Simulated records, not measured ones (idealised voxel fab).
process module | voxel fin reveal
cross-section cut | 200 nm wide | cells 5 nm
A cross-section is a grid of square cells, given in bands from the top down. A band is one or more rows of cells.
Each band's line starts with the height of the band's top and of its bottom, in nm. Then come its materials from left to right, each with its width in nm. One material with "throughout" fills the band from edge to edge. "air" is empty space.
Height 0 is the level under which the wafer as received is all one material. The lowest band goes on downwards, as in "0 down".
A width such as "30 to 40" changes by the same amount from each row of cells to the next, from the band's top row to its bottom row.
"no change" after a step means that no cell of the cross-section changed.
closed voids: empty space of 8 cells or more with no open way to the top, each as width x height at its distance from the left edge, in nm
after a step's settings: what the simulator itself notes on the step
overlay nm, on a step with a mask: how far to the right of its planned place the mask lay; to the left if negative
Each pair below shows a cross-section before one step and the cross-section after it, down to the lowest band that changed. The line under each pair gives the step between them, with its settings. The pairs can come from different runs of this module on the same starting wafer, so a pair continues from the pair above only where its "before" says so.
before
  0 down: Si throughout
  closed voids: none
after
  10 to 0: SiN throughout
  below 0: unchanged
  closed voids: none
the step between: op CONFORMAL_DEP | material SiN | thk nm 10
before: the cross-section after the pair above
after
  10 to 0: air 70 | SiN 15 | air 30 | SiN 15 | air 70
  below 0: unchanged
  closed voids: none
the step between: op MASKED_ETCH | tone cover | mask id FINS | width nm 15 | pitch nm 45 | etch materials SiN | depth nm 10 | overlay nm 0
before: the cross-section after the pair above
after
  10 to 0: air 70 | SiN 15 | air 30 | SiN 15 | air 70
  0 to -40: air 70 | Si 15 | air 30 | Si 15 | air 70
  below -40: unchanged
  closed voids: none
the step between: op MASKED_ETCH | tone cover | mask id FINS | width nm 15 | pitch nm 45 | etch materials Si | depth nm 40 | overlay nm 0
before: the cross-section after the pair above
after
  10 to 0: air 70 | SiN 15 | air 30 | SiN 15 | air 70
  0 to -40: air 70 | SiO2 5 | Si 5 | SiO2 5 | air 30 | SiO2 5 | Si 5 | SiO2 5 | air 70
  -40 to -45: SiO2 75 | Si 5 | SiO2 40 | Si 5 | SiO2 75
  below -45: unchanged
  closed voids: none
the step between: op OXIDIZE | depth nm 5
before: the cross-section after the pair above
after
  20 to 10: SiO2 throughout
  10 to 0: SiO2 70 | SiN 15 | SiO2 30 | SiN 15 | SiO2 70
  0 to -45: SiO2 75 | Si 5 | SiO2 40 | Si 5 | SiO2 75
  below -45: unchanged
  closed voids: none
the step between: op FILL_DEP | material SiO2 | thk nm 10
before: the cross-section after the pair above
after
  10 to 0: SiO2 70 | SiN 15 | SiO2 30 | SiN 15 | SiO2 70
  below 0: unchanged
  closed voids: none
the step between: op CMP | height nm 10
before: the cross-section after the pair above
after
  10 to 0: air 70 | SiN 15 | air 30 | SiN 15 | air 70
  0 to -30: air 75 | Si 5 | air 40 | Si 5 | air 75
  below -30: unchanged
  closed voids: none
the step between: op SELECTIVE_ETCH | etch materials SiO2 | depth nm 40
before: the cross-section after the pair above
after
  0 to -30: air 75 | Si 5 | air 40 | Si 5 | air 75
  below -30: unchanged
  closed voids: none
the step between: op STRIP | etch materials SiN
before
  10 to 0: air 70 | SiN 15 | air 30 | SiN 15 | air 70
  0 to -30: air 75 | Si 5 | air 40 | Si 5 | air 75
  -30 to -45: SiO2 75 | Si 5 | SiO2 40 | Si 5 | SiO2 75
  -45 down: Si throughout
  closed voids: none
after
  10 to 0: air 70 | SiN 15 | air 30 | SiN 15 | air 70
  0 to -45: air 75 | Si 5 | air 40 | Si 5 | air 75
  below -45: unchanged
  closed voids: none
the step between: op SELECTIVE_ETCH | etch materials SiO2 | depth nm 40
before: the cross-section after the pair above
after
  0 to -45: air 75 | Si 5 | air 40 | Si 5 | air 75
  below -45: unchanged
  closed voids: none
the step between: op STRIP | etch materials SiN
before
  10 to 0: SiO2 70 | SiN 15 | SiO2 30 | SiN 15 | SiO2 70
  0 to -45: SiO2 75 | Si 5 | SiO2 40 | Si 5 | SiO2 75
  -45 down: Si throughout
  closed voids: none
after
  10 to 0: SiO2 70 | air 15 | SiO2 30 | air 15 | SiO2 70
  below 0: unchanged
  closed voids: none
the step between: op STRIP | etch materials SiN
before: the cross-section after the pair above
after
  0 to -30: air 75 | Si 5 | air 40 | Si 5 | air 75
  -30 to -40: SiO2 30 | air 45 | Si 5 | air 40 | Si 5 | air 45 | SiO2 30
  below -40: unchanged
  closed voids: none
the step between: op SELECTIVE_ETCH | etch materials SiO2 | depth nm 40
before
  10 to 0: air 70 | SiN 15 | air 30 | SiN 15 | air 70
  0 down: Si throughout
  closed voids: none
after
  10 to 0: air 70 | SiN 15 | air 30 | SiN 15 | air 70
  0 to -35: air 70 | Si 15 | air 30 | Si 15 | air 70
  below -35: unchanged
  closed voids: none
the step between: op MASKED_ETCH | tone cover | mask id FINS | width nm 15 | pitch nm 45 | etch materials Si | depth nm 35 | overlay nm 0
before: the cross-section after the pair above
after
  10 to 0: air 70 | SiN 15 | air 30 | SiN 15 | air 70
  0 to -35: air 70 | SiO2 5 | Si 5 | SiO2 5 | air 30 | SiO2 5 | Si 5 | SiO2 5 | air 70
  -35 to -40: SiO2 75 | Si 5 | SiO2 40 | Si 5 | SiO2 75
  below -40: unchanged
  closed voids: none
the step between: op OXIDIZE | depth nm 5
before: the cross-section after the pair above
after
  20 to 10: SiO2 throughout
  10 to 0: SiO2 70 | SiN 15 | SiO2 30 | SiN 15 | SiO2 70
  0 to -40: SiO2 75 | Si 5 | SiO2 40 | Si 5 | SiO2 75
  below -40: unchanged
  closed voids: none
the step between: op FILL_DEP | material SiO2 | thk nm 10
before: the cross-section after the pair above
after
  10 to 0: SiO2 70 | SiN 15 | SiO2 30 | SiN 15 | SiO2 70
  below 0: unchanged
  closed voids: none
the step between: op CMP | height nm 10
before: the cross-section after the pair above
after
  10 to 0: air 70 | SiN 15 | air 30 | SiN 15 | air 70
  0 to -30: air 75 | Si 5 | air 40 | Si 5 | air 75
  below -30: unchanged
  closed voids: none
the step between: op SELECTIVE_ETCH | etch materials SiO2 | depth nm 40
before: the cross-section after the pair above
after
  0 to -30: air 75 | Si 5 | air 40 | Si 5 | air 75
  below -30: unchanged
  closed voids: none
the step between: op STRIP | etch materials SiN
before
  10 to 0: air 70 | SiN 15 | air 30 | SiN 15 | air 70
  0 down: Si throughout
  closed voids: none
after
  10 to 0: air 70 | SiN 15 | air 30 | SiN 15 | air 70
  0 to -40: air 65 | Si 25 | air 20 | Si 25 | air 65
  below -40: unchanged
  closed voids: none
the step between: op MASKED_ETCH | tone cover | mask id FINS | width nm 25 | pitch nm 45 | etch materials Si | depth nm 40 | overlay nm 0
before: the cross-section after the pair above
after
  10 to 0: air 70 | SiN 15 | air 30 | SiN 15 | air 70
  0 to -5: air 65 | SiO2 10 | Si 5 | SiO2 10 | air 20 | SiO2 10 | Si 5 | SiO2 10 | air 65
  -5 to -40: air 65 | SiO2 5 | Si 15 | SiO2 5 | air 20 | SiO2 5 | Si 15 | SiO2 5 | air 65
  -40 to -45: SiO2 70 | Si 15 | SiO2 30 | Si 15 | SiO2 70
  below -45: unchanged
  closed voids: none
the step between: op OXIDIZE | depth nm 5
before: the cross-section after the pair above
after
  20 to 10: SiO2 throughout
  10 to 0: SiO2 70 | SiN 15 | SiO2 30 | SiN 15 | SiO2 70
  0 to -5: SiO2 75 | Si 5 | SiO2 40 | Si 5 | SiO2 75
  -5 to -45: SiO2 70 | Si 15 | SiO2 30 | Si 15 | SiO2 70
  below -45: unchanged
  closed voids: none
the step between: op FILL_DEP | material SiO2 | thk nm 10
before: the cross-section after the pair above
after
  10 to 0: SiO2 70 | SiN 15 | SiO2 30 | SiN 15 | SiO2 70
  below 0: unchanged
  closed voids: none
the step between: op CMP | height nm 10
before: the cross-section after the pair above
after
  10 to 0: air 70 | SiN 15 | air 30 | SiN 15 | air 70
  0 to -5: air 75 | Si 5 | air 40 | Si 5 | air 75
  -5 to -30: air 70 | Si 15 | air 30 | Si 15 | air 70
  below -30: unchanged
  closed voids: none
the step between: op SELECTIVE_ETCH | etch materials SiO2 | depth nm 40
before: the cross-section after the pair above
after
  0 to -5: air 75 | Si 5 | air 40 | Si 5 | air 75
  below -5: unchanged
  closed voids: none
the step between: op STRIP | etch materials SiN
before
  10 to 0: air 70 | SiN 15 | air 30 | SiN 15 | air 70
  0 down: Si throughout
  closed voids: none
after
  10 to 0: air 70 | SiN 15 | air 30 | SiN 15 | air 70
  0 to -40: air 65 | Si 20 | air 25 | Si 20 | air 70
  below -40: unchanged
  closed voids: none
the step between: op MASKED_ETCH | tone cover | mask id FINS | width nm 15 | pitch nm 45 | etch materials Si | depth nm 40 | overlay nm -5
before: the cross-section after the pair above
after
  10 to 0: air 70 | SiN 15 | air 30 | SiN 15 | air 70
  0 to -5: air 65 | SiO2 10 | Si 5 | SiO2 5 | air 25 | SiO2 10 | Si 5 | SiO2 5 | air 70
  -5 to -40: air 65 | SiO2 5 | Si 10 | SiO2 5 | air 25 | SiO2 5 | Si 10 | SiO2 5 | air 70
  -40 to -45: SiO2 70 | Si 10 | SiO2 35 | Si 10 | SiO2 75
  below -45: unchanged
  closed voids: none
the step between: op OXIDIZE | depth nm 5
before: the cross-section after the pair above
after
  20 to 10: SiO2 throughout
  10 to 0: SiO2 70 | SiN 15 | SiO2 30 | SiN 15 | SiO2 70
  0 to -5: SiO2 75 | Si 5 | SiO2 40 | Si 5 | SiO2 75
  -5 to -45: SiO2 70 | Si 10 | SiO2 35 | Si 10 | SiO2 75
  below -45: unchanged
  closed voids: none
the step between: op FILL_DEP | material SiO2 | thk nm 10
before: the cross-section after the pair above
after
  10 to 0: SiO2 70 | SiN 15 | SiO2 30 | SiN 15 | SiO2 70
  below 0: unchanged
  closed voids: none
the step between: op CMP | height nm 10
before: the cross-section after the pair above
after
  10 to 0: air 70 | SiN 15 | air 30 | SiN 15 | air 70
  0 to -5: air 75 | Si 5 | air 40 | Si 5 | air 75
  -5 to -30: air 70 | Si 10 | air 35 | Si 10 | air 75
  below -30: unchanged
  closed voids: none
the step between: op SELECTIVE_ETCH | etch materials SiO2 | depth nm 40
before: the cross-section after the pair above
after
  0 to -5: air 75 | Si 5 | air 40 | Si 5 | air 75
  below -5: unchanged
  closed voids: none
the step between: op STRIP | etch materials SiN
before
  10 to 0: air 70 | SiN 15 | air 30 | SiN 15 | air 70
  0 to -30: air 75 | Si 5 | air 40 | Si 5 | air 75
  -30 to -45: SiO2 75 | Si 5 | SiO2 40 | Si 5 | SiO2 75
  -45 down: Si throughout
  closed voids: none
after
  10 to 0: air 70 | SiN 15 | air 30 | SiN 15 | air 70
  0 to -45: air 75 | Si 5 | air 40 | Si 5 | air 75
  below -45: unchanged
  closed voids: none
the step between: op STRIP | etch materials SiO2
before
  10 to 0: SiN throughout
  0 down: Si throughout
  closed voids: none
after
  10 to 0: SiN 70 | air 15 | SiN 30 | air 15 | SiN 70
  below 0: unchanged
  closed voids: none
the step between: op MASKED_ETCH | tone open | mask id FINS | width nm 15 | pitch nm 45 | etch materials SiN | depth nm 10 | overlay nm 0
before: the cross-section after the pair above
after
  10 to 0: SiN 70 | air 15 | SiN 30 | air 15 | SiN 70
  0 to -5: Si 65 | SiO2 25 | Si 20 | SiO2 25 | Si 65
  below -5: unchanged
  closed voids: none
the step between: op OXIDIZE | depth nm 5
before: the cross-section after the pair above
after
  20 to 10: SiO2 throughout
  10 to 0: SiN 70 | SiO2 15 | SiN 30 | SiO2 15 | SiN 70
  below 0: unchanged
  closed voids: none
the step between: op FILL_DEP | material SiO2 | thk nm 10
before: the cross-section after the pair above
after
  10 to 0: SiN 70 | SiO2 15 | SiN 30 | SiO2 15 | SiN 70
  below 0: unchanged
  closed voids: none
the step between: op CMP | height nm 10
before: the cross-section after the pair above
after
  10 to 0: SiN 70 | air 15 | SiN 30 | air 15 | SiN 70
  0 to -5: Si 65 | air 25 | Si 20 | air 25 | Si 65
  below -5: unchanged
  closed voids: none
the step between: op SELECTIVE_ETCH | etch materials SiO2 | depth nm 40
before: the cross-section after the pair above
after
  0 to -5: Si 65 | air 25 | Si 20 | air 25 | Si 65
  below -5: unchanged
  closed voids: none
the step between: op STRIP | etch materials SiN
